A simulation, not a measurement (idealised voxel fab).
You're looking at the process module voxel self aligned contacts.
In the cross-section labelled cut, the width is 245 nm and each square cell is 5 nm.
Cross-section layout: square cells on a grid; listed as bands, top to bottom; a band spans one or more cell rows. Heights first: top, then bottom, in nm. Then materials, left to right, each with a width in nm. "everywhere" on a single material: fills the band edge to edge. "empty": empty space. Ref level 0: as-received wafer is one material below here. Bottom band extends down with no lower bound ("from 0 down"). The two numbers in a width such as "30..40" mark its ends across the band: the first belongs to the top row of cells, the second to the bottom row, and from each row to the next the width moves by the same amount. When a step is marked "nothing different", none of the cells in the cross-section changed during that step. The list in "Catalogued sealed voids" covers empty spaces of 8 cells or more that cannot reach the top through any open way, and it gives each as width x height at distance; the distance is from the left edge, and width, height and distance are in nm. The remark found on a step's line after its settings is issued by the simulator itself and pertains to that step. overlay nm: step with mask; distance mask lay right of planned place; negative value = left of planned place. Pairs from here to the end. Each: cross-section before one process step, cross-section after it, the latter only as far down as the lowest band that changed. Under each: the step between, and its settings. Mind that the pairs may be taken from different runs of this module on the same starting wafer; whether a pair continues from the pair above depends on its entry headed "Geometry before processing", and it does only where that entry says so.
Geometry before processing:
  from 0 down: Si everywhere
  Catalogued sealed voids: none
Section After Processing:
  from 5 to 0: SiO2 everywhere
  Below 0 it's all the same as before, nothing changed down there.
  Catalogued sealed voids: none
The step occurring between the two cross-sections depicted above is identified as CONFORMAL_DEP,material SiO2,thk nm 5
Geometry before processing: the after view from the pair directly above serves as the before view here.
Section After Processing:
  from 25 to 5: polySi everywhere
  Below 5 it's all the same as before, nothing changed down there.
  Catalogued sealed voids: none
The step occurring between the two cross-sections depicted above is identified as DIRECTIONAL_DEP,material polySi,thk nm 20
Geometry before processing: the after view from the pair directly above serves as the before view here.
Section After Processing:
  from 50 to 25: SiN everywhere
  Below 25 it's all the same as before, nothing changed down there.
  Catalogued sealed voids: none
The step occurring between the two cross-sections depicted above is identified as DIRECTIONAL_DEP,material SiN,thk nm 25
Geometry before processing: the after view from the pair directly above serves as the before view here.
Section After Processing:
  from 60 to 50: aC everywhere
  Below 50 it's all the same as before, nothing changed down there.
  Catalogued sealed voids: none
The step occurring between the two cross-sections depicted above is identified as DIRECTIONAL_DEP,material aC,thk nm 10
Geometry before processing: the after view from the pair directly above serves as the before view here.
Section After Processing:
  from 90 to 60: empty=40; resist=25; empty=45; resist=25; empty=45; resist=25; empty=40
  Below 60 it's all the same as before, nothing changed down there.
  Catalogued sealed voids: none
The step occurring between the two cross-sections depicted above is identified as PATTERN,tone cover,mask id GATE,material resist,width nm 25,pitch nm 70,thk nm 30,overlay nm 0
Geometry before processing: the after view from the pair directly above serves as the before view here.
Section After Processing:
  from 80 to 60: empty=40; resist=25; empty=45; resist=25; empty=45; resist=25; empty=40
  from 60 to 50: empty=40; aC=25; empty=45; aC=25; empty=45; aC=25; empty=40
  Below 50 it's all the same as before, nothing changed down there.
  Catalogued sealed voids: none
The step occurring between the two cross-sections depicted above is identified as DIRECTIONAL_ETCH,etch materials aC,depth nm 10
Geometry before processing: the after view from the pair directly above serves as the before view here.
Section After Processing:
  from 60 to 50: empty=40; aC=25; empty=45; aC=25; empty=45; aC=25; empty=40
  Below 50 it's all the same as before, nothing changed down there.
  Catalogued sealed voids: none
The step occurring between the two cross-sections depicted above is identified as STRIP,etch materials resist
Geometry before processing: the after view from the pair directly above serves as the before view here.
Section After Processing:
  from 60 to 50: empty=40; aC=25; empty=45; aC=25; empty=45; aC=25; empty=40
  from 50 to 25: empty=40; SiN=25; empty=45; SiN=25; empty=45; SiN=25; empty=40
  Below 25 it's all the same as before, nothing changed down there.
  Catalogued sealed voids: none
The step occurring between the two cross-sections depicted above is identified as DIRECTIONAL_ETCH,etch materials SiN,depth nm 25
Geometry before processing: the after view from the pair directly above serves as the before view here.
Section After Processing:
  from 60 to 50: empty=40; aC=25; empty=45; aC=25; empty=45; aC=25; empty=40
  from 50 to 25: empty=40; SiN=25; empty=45; SiN=25; empty=45; SiN=25; empty=40
  from 25 to 5: empty=40; polySi=25; empty=45; polySi=25; empty=45; polySi=25; empty=40
  Below 5 it's all the same as before, nothing changed down there.
  Catalogued sealed voids: none
The step occurring between the two cross-sections depicted above is identified as DIRECTIONAL_ETCH,etch materials polySi,depth nm 20
Geometry before processing: the after view from the pair directly above serves as the before view here.
Section After Processing:
  from 50 to 25: empty=40; SiN=25; empty=45; SiN=25; empty=45; SiN=25; empty=40
  Below 25 it's all the same as before, nothing changed down there.
  Catalogued sealed voids: none
The step occurring between the two cross-sections depicted above is identified as STRIP,etch materials aC
Geometry before processing: the after view from the pair directly above serves as the before view here.
Section After Processing:
  from 60 to 25: empty=30; SiN=45; empty=25; SiN=45; empty=25; SiN=45; empty=30
  from 25 to 15: empty=30; SiN=10; polySi=25; SiN=10; empty=25; SiN=10; polySi=25; SiN=10; empty=25; SiN=10; polySi=25; SiN=10; empty=30
  from 15 to 5: SiN=40; polySi=25; SiN=45; polySi=25; SiN=45; polySi=25; SiN=40
  Below 5 it's all the same as before, nothing changed down there.
  Catalogued sealed voids: none
The step occurring between the two cross-sections depicted above is identified as CONFORMAL_DEP,material SiN,thk nm 10
Geometry before processing: the after view from the pair directly above serves as the before view here.
Section After Processing:
  from 50 to 25: empty=30; SiN=45; empty=25; SiN=45; empty=25; SiN=45; empty=30
  from 25 to 5: empty=30; SiN=10; polySi=25; SiN=10; empty=25; SiN=10; polySi=25; SiN=10; empty=25; SiN=10; polySi=25; SiN=10; empty=30
  Below 5 it's all the same as before, nothing changed down there.
  Catalogued sealed voids: none
The step occurring between the two cross-sections depicted above is identified as DIRECTIONAL_ETCH,etch materials SiN,depth nm 10
Geometry before processing: the after view from the pair directly above serves as the before view here.
Section After Processing:
  from 60 to 50: SiO2 everywhere
  from 50 to 25: SiO2=30; SiN=45; SiO2=25; SiN=45; SiO2=25; SiN=45; SiO2=30
  from 25 to 5: SiO2=30; SiN=10; polySi=25; SiN=10; SiO2=25; SiN=10; polySi=25; SiN=10; SiO2=25; SiN=10; polySi=25; SiN=10; SiO2=30
  Below 5 it's all the same as before, nothing changed down there.
  Catalogued sealed voids: none
The step occurring between the two cross-sections depicted above is identified as FILL_DEP,material SiO2,thk nm 10
Geometry before processing: the after view from the pair directly above serves as the before view here.
Section After Processing:
  from 55 to 50: SiO2 everywhere
  Below 50 it's all the same as before, nothing changed down there.
  Catalogued sealed voids: none
The step occurring between the two cross-sections depicted above is identified as CMP,height nm 55
Geometry before processing: the after view from the pair directly above serves as the before view here.
Section After Processing:
  from 55 to 50: SiO2=60; empty=55; SiO2=15; empty=55; SiO2=60
  from 50 to 25: SiO2=30; SiN=45; empty=25; SiN=45; empty=25; SiN=45; SiO2=30
  from 25 to 5: SiO2=30; SiN=10; polySi=25; SiN=10; empty=25; SiN=10; polySi=25; SiN=10; empty=25; SiN=10; polySi=25; SiN=10; SiO2=30
  from 5 to 0: SiO2=75; empty=25; SiO2=45; empty=25; SiO2=75
  Below 0 it's all the same as before, nothing changed down there.
  Catalogued sealed voids: none
The step occurring between the two cross-sections depicted above is identified as MASKED_ETCH,tone open,mask id CONTACT,width nm 55,pitch nm 70,etch materials SiO2,depth nm 55,overlay nm 0
Geometry before processing: the after view from the pair directly above serves as the before view here.
Section After Processing:
  from 60 to 55: TiN=65; empty=45; TiN=25; empty=45; TiN=65
  from 55 to 50: SiO2=60; TiN=20; empty=15; TiN=20; SiO2=15; TiN=20; empty=15; TiN=20; SiO2=60
  from 50 to 25: SiO2=30; SiN=45; TiN=5; empty=15; TiN=5; SiN=45; TiN=5; empty=15; TiN=5; SiN=45; SiO2=30
  from 25 to 5: SiO2=30; SiN=10; polySi=25; SiN=10; TiN=5; empty=15; TiN=5; SiN=10; polySi=25; SiN=10; TiN=5; empty=15; TiN=5; SiN=10; polySi=25; SiN=10; SiO2=30
  from 5 to 0: SiO2=75; TiN=25; SiO2=45; TiN=25; SiO2=75
  Below 0 it's all the same as before, nothing changed down there.
  Catalogued sealed voids: none
The step occurring between the two cross-sections depicted above is identified as CONFORMAL_DEP,material TiN,thk nm 5
Geometry before processing: the after view from the pair directly above serves as the before view here.
Section After Processing:
  from 65 to 60: W everywhere
  from 60 to 55: TiN=65; W=45; TiN=25; W=45; TiN=65
  from 55 to 50: SiO2=60; TiN=20; W=15; TiN=20; SiO2=15; TiN=20; W=15; TiN=20; SiO2=60
  from 50 to 25: SiO2=30; SiN=45; TiN=5; W=15; TiN=5; SiN=45; TiN=5; W=15; TiN=5; SiN=45; SiO2=30
  from 25 to 5: SiO2=30; SiN=10; polySi=25; SiN=10; TiN=5; W=15; TiN=5; SiN=10; polySi=25; SiN=10; TiN=5; W=15; TiN=5; SiN=10; polySi=25; SiN=10; SiO2=30
  Below 5 it's all the same as before, nothing changed down there.
  Catalogued sealed voids: none
The step occurring between the two cross-sections depicted above is identified as FILL_DEP,material W,thk nm 5
Geometry before processing: the after view from the pair directly above serves as the before view here.
Section After Processing:
  from 55 to 50: SiO2=60; TiN=20; W=15; TiN=20; SiO2=15; TiN=20; W=15; TiN=20; SiO2=60
  Below 50 it's all the same as before, nothing changed down there.
  Catalogued sealed voids: none
The step occurring between the two cross-sections depicted above is identified as CMP,height nm 55
Geometry before processing: the after view from the pair directly above serves as the before view here.
Section After Processing:
  from 60 to 55: SiCN everywhere
  Below 55 it's all the same as before, nothing changed down there.
  Catalogued sealed voids: none
The step occurring between the two cross-sections depicted above is identified as CONFORMAL_DEP,material SiCN,thk nm 5
Geometry before processing:
  from 0 down: Si everywhere
  Catalogued sealed voids: none
Section After Processing:
  from 20 to 0: polySi everywhere
  Below 0 it's all the same as before, nothing changed down there.
  Catalogued sealed voids: none
The step occurring between the two cross-sections depicted above is identified as DIRECTIONAL_DEP,material polySi,thk nm 20
Geometry before processing: the after view from the pair directly above serves as the before view here.
Section After Processing:
  from 45 to 20: SiN everywhere
  Below 20 it's all the same as before, nothing changed down there.
  Catalogued sealed voids: none
The step occurring between the two cross-sections depicted above is identified as DIRECTIONAL_DEP,material SiN,thk nm 25
Geometry before processing: the after view from the pair directly above serves as the before view here.
Section After Processing:
  from 55 to 45: aC everywhere
  Below 45 it's all the same as before, nothing changed down there.
  Catalogued sealed voids: none
The step occurring between the two cross-sections depicted above is identified as DIRECTIONAL_DEP,material aC,thk nm 10
Geometry before processing: the after view from the pair directly above serves as the before view here.
Section After Processing:
  from 85 to 55: empty=40; resist=25; empty=45; resist=25; empty=45; resist=25; empty=40
  Below 55 it's all the same as before, nothing changed down there.
  Catalogued sealed voids: none
The step occurring between the two cross-sections depicted above is identified as PATTERN,tone cover,mask id GATE,material resist,width nm 25,pitch nm 70,thk nm 30,overlay nm 0
Geometry before processing: the after view from the pair directly above serves as the before view here.
Section After Processing:
  from 75 to 55: empty=40; resist=25; empty=45; resist=25; empty=45; resist=25; empty=40
  from 55 to 45: empty=40; aC=25; empty=45; aC=25; empty=45; aC=25; empty=40
  Below 45 it's all the same as before, nothing changed down there.
  Catalogued sealed voids: none
The step occurring between the two cross-sections depicted above is identified as DIRECTIONAL_ETCH,etch materials aC,depth nm 10
Geometry before processing: the after view from the pair directly above serves as the before view here.
Section After Processing:
  from 55 to 45: empty=40; aC=25; empty=45; aC=25; empty=45; aC=25; empty=40
  Below 45 it's all the same as before, nothing changed down there.
  Catalogued sealed voids: none
The step occurring between the two cross-sections depicted above is identified as STRIP,etch materials resist
Geometry before processing: the after view from the pair directly above serves as the before view here.
Section After Processing:
  from 55 to 45: empty=40; aC=25; empty=45; aC=25; empty=45; aC=25; empty=40
  from 45 to 20: empty=40; SiN=25; empty=45; SiN=25; empty=45; SiN=25; empty=40
  Below 20 it's all the same as before, nothing changed down there.
  Catalogued sealed voids: none
The step occurring between the two cross-sections depicted above is identified as DIRECTIONAL_ETCH,etch materials SiN,depth nm 25
Geometry before processing: the after view from the pair directly above serves as the before view here.
Section After Processing:
  from 55 to 45: empty=40; aC=25; empty=45; aC=25; empty=45; aC=25; empty=40
  from 45 to 20: empty=40; SiN=25; empty=45; SiN=25; empty=45; SiN=25; empty=40
  from 20 to 0: empty=40; polySi=25; empty=45; polySi=25; empty=45; polySi=25; empty=40
  Below 0 it's all the same as before, nothing changed down there.
  Catalogued sealed voids: none
The step occurring between the two cross-sections depicted above is identified as DIRECTIONAL_ETCH,etch materials polySi,depth nm 20
Geometry before processing: the after view from the pair directly above serves as the before view here.
Section After Processing:
  from 45 to 20: empty=40; SiN=25; empty=45; SiN=25; empty=45; SiN=25; empty=40
  Below 20 it's all the same as before, nothing changed down there.
  Catalogued sealed voids: none
The step occurring between the two cross-sections depicted above is identified as STRIP,etch materials aC
Geometry before processing: the after view from the pair directly above serves as the before view here.
Section After Processing:
  from 55 to 20: empty=30; SiN=45; empty=25; SiN=45; empty=25; SiN=45; empty=30
  from 20 to 10: empty=30; SiN=10; polySi=25; SiN=10; empty=25; SiN=10; polySi=25; SiN=10; empty=25; SiN=10; polySi=25; SiN=10; empty=30
  from 10 to 0: SiN=40; polySi=25; SiN=45; polySi=25; SiN=45; polySi=25; SiN=40
  Below 0 it's all the same as before, nothing changed down there.
  Catalogued sealed voids: none
The step occurring between the two cross-sections depicted above is identified as CONFORMAL_DEP,material SiN,thk nm 10
Geometry before processing: the after view from the pair directly above serves as the before view here.
Section After Processing:
  from 45 to 20: empty=30; SiN=45; empty=25; SiN=45; empty=25; SiN=45; empty=30
  from 20 to 0: empty=30; SiN=10; polySi=25; SiN=10; empty=25; SiN=10; polySi=25; SiN=10; empty=25; SiN=10; polySi=25; SiN=10; empty=30
  Below 0 it's all the same as before, nothing changed down there.
  Catalogued sealed voids: none
The step occurring between the two cross-sections depicted above is identified as DIRECTIONAL_ETCH,etch materials SiN,depth nm 10
Geometry before processing: the after view from the pair directly above serves as the before view here.
Section After Processing:
  from 55 to 45: SiO2 everywhere
  from 45 to 20: SiO2=30; SiN=45; SiO2=25; SiN=45; SiO2=25; SiN=45; SiO2=30
  from 20 to 0: SiO2=30; SiN=10; polySi=25; SiN=10; SiO2=25; SiN=10; polySi=25; SiN=10; SiO2=25; SiN=10; polySi=25; SiN=10; SiO2=30
  Below 0 it's all the same as before, nothing changed down there.
  Catalogued sealed voids: none
The step occurring between the two cross-sections depicted above is identified as FILL_DEP,material SiO2,thk nm 10
Geometry before processing: the after view from the pair directly above serves as the before view here.
Section After Processing:
  from 55 to 45: SiO2=60; empty=55; SiO2=15; empty=55; SiO2=60
  from 45 to 20: SiO2=30; SiN=45; empty=25; SiN=45; empty=25; SiN=45; SiO2=30
  from 20 to 0: SiO2=30; SiN=10; polySi=25; SiN=10; empty=25; SiN=10; polySi=25; SiN=10; empty=25; SiN=10; polySi=25; SiN=10; SiO2=30
  Below 0 it's all the same as before, nothing changed down there.
  Catalogued sealed voids: none
The step occurring between the two cross-sections depicted above is identified as MASKED_ETCH,tone open,mask id CONTACT,width nm 55,pitch nm 70,etch materials SiO2,depth nm 55,overlay nm 0
Geometry before processing: the after view from the pair directly above serves as the before view here.
Section After Processing:
  from 60 to 55: TiN=65; empty=45; TiN=25; empty=45; TiN=65
  from 55 to 45: SiO2=60; TiN=5..20; empty=45..15; TiN=5..20; SiO2=15; TiN=5..20; empty=45..15; TiN=5..20; SiO2=60
  from 45 to 20: SiO2=30; SiN=45; TiN=5; empty=15; TiN=5; SiN=45; TiN=5; empty=15; TiN=5; SiN=45; SiO2=30
  from 20 to 5: SiO2=30; SiN=10; polySi=25; SiN=10; TiN=5; empty=15; TiN=5; SiN=10; polySi=25; SiN=10; TiN=5; empty=15; TiN=5; SiN=10; polySi=25; SiN=10; SiO2=30
  from 5 to 0: SiO2=30; SiN=10; polySi=25; SiN=10; TiN=25; SiN=10; polySi=25; SiN=10; TiN=25; SiN=10; polySi=25; SiN=10; SiO2=30
  Below 0 it's all the same as before, nothing changed down there.
  Catalogued sealed voids: none
The step occurring between the two cross-sections depicted above is identified as CONFORMAL_DEP,material TiN,thk nm 5
Geometry before processing: the after view from the pair directly above serves as the before view here.
Section After Processing:
  from 65 to 60: W everywhere
  from 60 to 55: TiN=65; W=45; TiN=25; W=45; TiN=65
  from 55 to 45: SiO2=60; TiN=5..20; W=45..15; TiN=5..20; SiO2=15; TiN=5..20; W=45..15; TiN=5..20; SiO2=60
  from 45 to 20: SiO2=30; SiN=45; TiN=5; W=15; TiN=5; SiN=45; TiN=5; W=15; TiN=5; SiN=45; SiO2=30
  from 20 to 5: SiO2=30; SiN=10; polySi=25; SiN=10; TiN=5; W=15; TiN=5; SiN=10; polySi=25; SiN=10; TiN=5; W=15; TiN=5; SiN=10; polySi=25; SiN=10; SiO2=30
  Below 5 it's all the same as before, nothing changed down there.
  Catalogued sealed voids: none
The step occurring between the two cross-sections depicted above is identified as FILL_DEP,material W,thk nm 5
Geometry before processing: the after view from the pair directly above serves as the before view here.
Section After Processing:
  from 55 to 45: SiO2=60; TiN=5..20; W=45..15; TiN=5..20; SiO2=15; TiN=5..20; W=45..15; TiN=5..20; SiO2=60
  Below 45 it's all the same as before, nothing changed down there.
  Catalogued sealed voids: none
The step occurring between the two cross-sections depicted above is identified as CMP,height nm 55
Geometry before processing: the after view from the pair directly above serves as the before view here.
Section After Processing:
  from 60 to 55: SiCN everywhere
  Below 55 it's all the same as before, nothing changed down there.
  Catalogued sealed voids: none
The step occurring between the two cross-sections depicted above is identified as CONFORMAL_DEP,material SiCN,thk nm 5
Geometry before processing:
  from 50 to 25: SiN everywhere
  from 25 to 5: polySi everywhere
  from 5 to 0: SiO2 everywhere
  from 0 down: Si everywhere
  Catalogued sealed voids: none
Section After Processing:
  from 75 to 25: SiN everywhere
  Below 25 it's all the same as before, nothing changed down there.
  Catalogued sealed voids: none
The step occurring between the two cross-sections depicted above is identified as DIRECTIONAL_DEP,material SiN,thk nm 25
Geometry before processing: the after view from the pair directly above serves as the before view here.
Section After Processing:
  from 85 to 75: aC everywhere
  Below 75 it's all the same as before, nothing changed down there.
  Catalogued sealed voids: none
The step occurring between the two cross-sections depicted above is identified as DIRECTIONAL_DEP,material aC,thk nm 10
Geometry before processing: the after view from the pair directly above serves as the before view here.
Section After Processing:
  from 115 to 85: empty=40; resist=25; empty=45; resist=25; empty=45; resist=25; empty=40
  Below 85 it's all the same as before, nothing changed down there.
  Catalogued sealed voids: none
The step occurring between the two cross-sections depicted above is identified as PATTERN,tone cover,mask id GATE,material resist,width nm 25,pitch nm 70,thk nm 30,overlay nm 0
Geometry before processing: the after view from the pair directly above serves as the before view here.
Section After Processing:
  from 105 to 85: empty=40; resist=25; empty=45; resist=25; empty=45; resist=25; empty=40
  from 85 to 75: empty=40; aC=25; empty=45; aC=25; empty=45; aC=25; empty=40
  Below 75 it's all the same as before, nothing changed down there.
  Catalogued sealed voids: none
The step occurring between the two cross-sections depicted above is identified as DIRECTIONAL_ETCH,etch materials aC,depth nm 10
Geometry before processing: the after view from the pair directly above serves as the before view here.
Section After Processing:
  from 85 to 75: empty=40; aC=25; empty=45; aC=25; empty=45; aC=25; empty=40
  Below 75 it's all the same as before, nothing changed down there.
  Catalogued sealed voids: none
The step occurring between the two cross-sections depicted above is identified as STRIP,etch materials resist
Geometry before processing: the after view from the pair directly above serves as the before view here.
Section After Processing:
  from 85 to 75: empty=40; aC=25; empty=45; aC=25; empty=45; aC=25; empty=40
  from 75 to 50: empty=40; SiN=25; empty=45; SiN=25; empty=45; SiN=25; empty=40
  Below 50 it's all the same as before, nothing changed down there.
  Catalogued sealed voids: none
The step occurring between the two cross-sections depicted above is identified as DIRECTIONAL_ETCH,etch materials SiN,depth nm 25
Geometry before processing: the after view from the pair directly above serves as the before view here.
Section After Processing:
  from 75 to 50: empty=40; SiN=25; empty=45; SiN=25; empty=45; SiN=25; empty=40
  Below 50 it's all the same as before, nothing changed down there.
  Catalogued sealed voids: none
The step occurring between the two cross-sections depicted above is identified as STRIP,etch materials aC
Geometry before processing: the after view from the pair directly above serves as the before view here.
Section After Processing:
  from 85 to 60: empty=30; SiN=45; empty=25; SiN=45; empty=25; SiN=45; empty=30
  from 60 to 25: SiN everywhere
  Below 25 it's all the same as before, nothing changed down there.
  Catalogued sealed voids: none
The step occurring between the two cross-sections depicted above is identified as CONFORMAL_DEP,material SiN,thk nm 10
Geometry before processing: the after view from the pair directly above serves as the before view here.
Section After Processing:
  from 75 to 50: empty=30; SiN=45; empty=25; SiN=45; empty=25; SiN=45; empty=30
  Below 50 it's all the same as before, nothing changed down there.
  Catalogued sealed voids: none
The step occurring between the two cross-sections depicted above is identified as DIRECTIONAL_ETCH,etch materials SiN,depth nm 10
Geometry before processing: the after view from the pair directly above serves as the before view here.
Section After Processing:
  from 85 to 75: SiO2 everywhere
  from 75 to 50: SiO2=30; SiN=45; SiO2=25; SiN=45; SiO2=25; SiN=45; SiO2=30
  Below 50 it's all the same as before, nothing changed down there.
  Catalogued sealed voids: none
The step occurring between the two cross-sections depicted above is identified as FILL_DEP,material SiO2,thk nm 10
Geometry before processing: the after view from the pair directly above serves as the before view here.
Section After Processing:
  from 55 to 50: SiO2=30; SiN=45; SiO2=25; SiN=45; SiO2=25; SiN=45; SiO2=30
  Below 50 it's all the same as before, nothing changed down there.
  Catalogued sealed voids: none
The step occurring between the two cross-sections depicted above is identified as CMP,height nm 55
Geometry before processing: the after view from the pair directly above serves as the before view here.
Section After Processing:
  from 55 to 50: SiO2=30; SiN=45; empty=25; SiN=45; empty=25; SiN=45; SiO2=30
  Below 50 it's all the same as before, nothing changed down there.
  Catalogued sealed voids: none
The step occurring between the two cross-sections depicted above is identified as MASKED_ETCH,tone open,mask id CONTACT,width nm 55,pitch nm 70,etch materials SiO2,depth nm 55,overlay nm 0
Geometry before processing: the after view from the pair directly above serves as the before view here.
Section After Processing:
  from 60 to 55: TiN=80; empty=15; TiN=55; empty=15; TiN=80
  from 55 to 50: SiO2=30; SiN=45; TiN=25; SiN=45; TiN=25; SiN=45; SiO2=30
  Below 50 it's all the same as before, nothing changed down there.
  Catalogued sealed voids: none
The step occurring between the two cross-sections depicted above is identified as CONFORMAL_DEP,material TiN,thk nm 5
Geometry before processing: the after view from the pair directly above serves as the before view here.
Section After Processing:
  from 65 to 60: W everywhere
  from 60 to 55: TiN=80; W=15; TiN=55; W=15; TiN=80
  Below 55 it's all the same as before, nothing changed down there.
  Catalogued sealed voids: none
The step occurring between the two cross-sections depicted above is identified as FILL_DEP,material W,thk nm 5
Geometry before processing: the after view from the pair directly above serves as the before view here.
Section After Processing:
  from 55 to 50: SiO2=30; SiN=45; TiN=25; SiN=45; TiN=25; SiN=45; SiO2=30
  Below 50 it's all the same as before, nothing changed down there.
  Catalogued sealed voids: none
The step occurring between the two cross-sections depicted above is identified as CMP,height nm 55
Geometry before processing: the after view from the pair directly above serves as the before view here.
Section After Processing:
  from 60 to 55: SiCN everywhere
  Below 55 it's all the same as before, nothing changed down there.
  Catalogued sealed voids: none
The step occurring between the two cross-sections depicted above is identified as CONFORMAL_DEP,material SiCN,thk nm 5
Geometry before processing:
  from 5 to 0: SiO2 everywhere
  from 0 down: Si everywhere
  Catalogued sealed voids: none
Section After Processing:
  from 30 to 5: SiN everywhere
  Below 5 it's all the same as before, nothing changed down there.
  Catalogued sealed voids: none
The step occurring between the two cross-sections depicted above is identified as DIRECTIONAL_DEP,material SiN,thk nm 25
Geometry before processing: the after view from the pair directly above serves as the before view here.
Section After Processing:
  from 50 to 30: polySi everywhere
  Below 30 it's all the same as before, nothing changed down there.
  Catalogued sealed voids: none
The step occurring between the two cross-sections depicted above is identified as DIRECTIONAL_DEP,material polySi,thk nm 20
Geometry before processing: the after view from the pair directly above serves as the before view here.
Section After Processing:
  from 60 to 50: aC everywhere
  Below 50 it's all the same as before, nothing changed down there.
  Catalogued sealed voids: none
The step occurring between the two cross-sections depicted above is identified as DIRECTIONAL_DEP,material aC,thk nm 10
Geometry before processing: the after view from the pair directly above serves as the before view here.
Section After Processing:
  from 90 to 60: empty=40; resist=25; empty=45; resist=25; empty=45; resist=25; empty=40
  Below 60 it's all the same as before, nothing changed down there.
  Catalogued sealed voids: none
The step occurring between the two cross-sections depicted above is identified as PATTERN,tone cover,mask id GATE,material resist,width nm 25,pitch nm 70,thk nm 30,overlay nm 0
Geometry before processing: the after view from the pair directly above serves as the before view here.
Section After Processing:
  from 80 to 60: empty=40; resist=25; empty=45; resist=25; empty=45; resist=25; empty=40
  from 60 to 50: empty=40; aC=25; empty=45; aC=25; empty=45; aC=25; empty=40
  Below 50 it's all the same as before, nothing changed down there.
  Catalogued sealed voids: none
The step occurring between the two cross-sections depicted above is identified as DIRECTIONAL_ETCH,etch materials aC,depth nm 10
Geometry before processing: the after view from the pair directly above serves as the before view here.
Section After Processing:
  from 60 to 50: empty=40; aC=25; empty=45; aC=25; empty=45; aC=25; empty=40
  Below 50 it's all the same as before, nothing changed down there.
  Catalogued sealed voids: none
The step occurring between the two cross-sections depicted above is identified as STRIP,etch materials resist
Geometry before processing: the after view from the pair directly above serves as the before view here.
Section After Processing:
  from 60 to 50: empty=40; aC=25; empty=45; aC=25; empty=45; aC=25; empty=40
  from 50 to 30: empty=40; polySi=25; empty=45; polySi=25; empty=45; polySi=25; empty=40
  Below 30 it's all the same as before, nothing changed down there.
  Catalogued sealed voids: none
The step occurring between the two cross-sections depicted above is identified as DIRECTIONAL_ETCH,etch materials polySi,depth nm 20
Geometry before processing: the after view from the pair directly above serves as the before view here.
Section After Processing:
  from 50 to 30: empty=40; polySi=25; empty=45; polySi=25; empty=45; polySi=25; empty=40
  Below 30 it's all the same as before, nothing changed down there.
  Catalogued sealed voids: none
The step occurring between the two cross-sections depicted above is identified as STRIP,etch materials aC
Geometry before processing: the after view from the pair directly above serves as the before view here.
Section After Processing:
  from 60 to 50: empty=30; SiN=45; empty=25; SiN=45; empty=25; SiN=45; empty=30
  from 50 to 40: empty=30; SiN=10; polySi=25; SiN=10; empty=25; SiN=10; polySi=25; SiN=10; empty=25; SiN=10; polySi=25; SiN=10; empty=30
  from 40 to 30: SiN=40; polySi=25; SiN=45; polySi=25; SiN=45; polySi=25; SiN=40
  Below 30 it's all the same as before, nothing changed down there.
  Catalogued sealed voids: none
The step occurring between the two cross-sections depicted above is identified as CONFORMAL_DEP,material SiN,thk nm 10
Geometry before processing: the after view from the pair directly above serves as the before view here.
Section After Processing:
  from 50 to 30: empty=30; SiN=10; polySi=25; SiN=10; empty=25; SiN=10; polySi=25; SiN=10; empty=25; SiN=10; polySi=25; SiN=10; empty=30
  Below 30 it's all the same as before, nothing changed down there.
  Catalogued sealed voids: none
The step occurring between the two cross-sections depicted above is identified as DIRECTIONAL_ETCH,etch materials SiN,depth nm 10
Geometry before processing: the after view from the pair directly above serves as the before view here.
Section After Processing:
  from 60 to 50: SiO2 everywhere
  from 50 to 30: SiO2=30; SiN=10; polySi=25; SiN=10; SiO2=25; SiN=10; polySi=25; SiN=10; SiO2=25; SiN=10; polySi=25; SiN=10; SiO2=30
  Below 30 it's all the same as before, nothing changed down there.
  Catalogued sealed voids: none
The step occurring between the two cross-sections depicted above is identified as FILL_DEP,material SiO2,thk nm 10
Geometry before processing: the after view from the pair directly above serves as the before view here.
Section After Processing:
  from 55 to 50: SiO2 everywhere
  Below 50 it's all the same as before, nothing changed down there.
  Catalogued sealed voids: none
The step occurring between the two cross-sections depicted above is identified as CMP,height nm 55
Geometry before processing: the after view from the pair directly above serves as the before view here.
Section After Processing:
  from 55 to 50: SiO2=60; empty=55; SiO2=15; empty=55; SiO2=60
  from 50 to 30: SiO2=30; SiN=10; polySi=25; SiN=10; empty=25; SiN=10; polySi=25; SiN=10; empty=25; SiN=10; polySi=25; SiN=10; SiO2=30
  Below 30 it's all the same as before, nothing changed down there.
  Catalogued sealed voids: none
The step occurring between the two cross-sections depicted above is identified as MASKED_ETCH,tone open,mask id CONTACT,width nm 55,pitch nm 70,etch materials SiO2,depth nm 55,overlay nm 0
Geometry before processing: the after view from the pair directly above serves as the before view here.
Section After Processing:
  from 60 to 55: TiN=65; empty=45; TiN=25; empty=45; TiN=65
  from 55 to 50: SiO2=60; TiN=20; empty=15; TiN=20; SiO2=15; TiN=20; empty=15; TiN=20; SiO2=60
  from 50 to 35: SiO2=30; SiN=10; polySi=25; SiN=10; TiN=5; empty=15; TiN=5; SiN=10; polySi=25; SiN=10; TiN=5; empty=15; TiN=5; SiN=10; polySi=25; SiN=10; SiO2=30
  from 35 to 30: SiO2=30; SiN=10; polySi=25; SiN=10; TiN=25; SiN=10; polySi=25; SiN=10; TiN=25; SiN=10; polySi=25; SiN=10; SiO2=30
  Below 30 it's all the same as before, nothing changed down there.
  Catalogued sealed voids: none
The step occurring between the two cross-sections depicted above is identified as CONFORMAL_DEP,material TiN,thk nm 5
Geometry before processing: the after view from the pair directly above serves as the before view here.
Section After Processing:
  from 65 to 60: W everywhere
  from 60 to 55: TiN=65; W=45; TiN=25; W=45; TiN=65
  from 55 to 50: SiO2=60; TiN=20; W=15; TiN=20; SiO2=15; TiN=20; W=15; TiN=20; SiO2=60
  from 50 to 35: SiO2=30; SiN=10; polySi=25; SiN=10; TiN=5; W=15; TiN=5; SiN=10; polySi=25; SiN=10; TiN=5; W=15; TiN=5; SiN=10; polySi=25; SiN=10; SiO2=30
  Below 35 it's all the same as before, nothing changed down there.
  Catalogued sealed voids: none
The step occurring between the two cross-sections depicted above is identified as FILL_DEP,material W,thk nm 5
Geometry before processing: the after view from the pair directly above serves as the before view here.
Section After Processing:
  from 55 to 50: SiO2=60; TiN=20; W=15; TiN=20; SiO2=15; TiN=20; W=15; TiN=20; SiO2=60
  Below 50 it's all the same as before, nothing changed down there.
  Catalogued sealed voids: none
The step occurring between the two cross-sections depicted above is identified as CMP,height nm 55
Geometry before processing: the after view from the pair directly above serves as the before view here.
Section After Processing:
  from 60 to 55: SiCN everywhere
  Below 55 it's all the same as before, nothing changed down there.
  Catalogued sealed voids: none
The step occurring between the two cross-sections depicted above is identified as CONFORMAL_DEP,material SiCN,thk nm 5
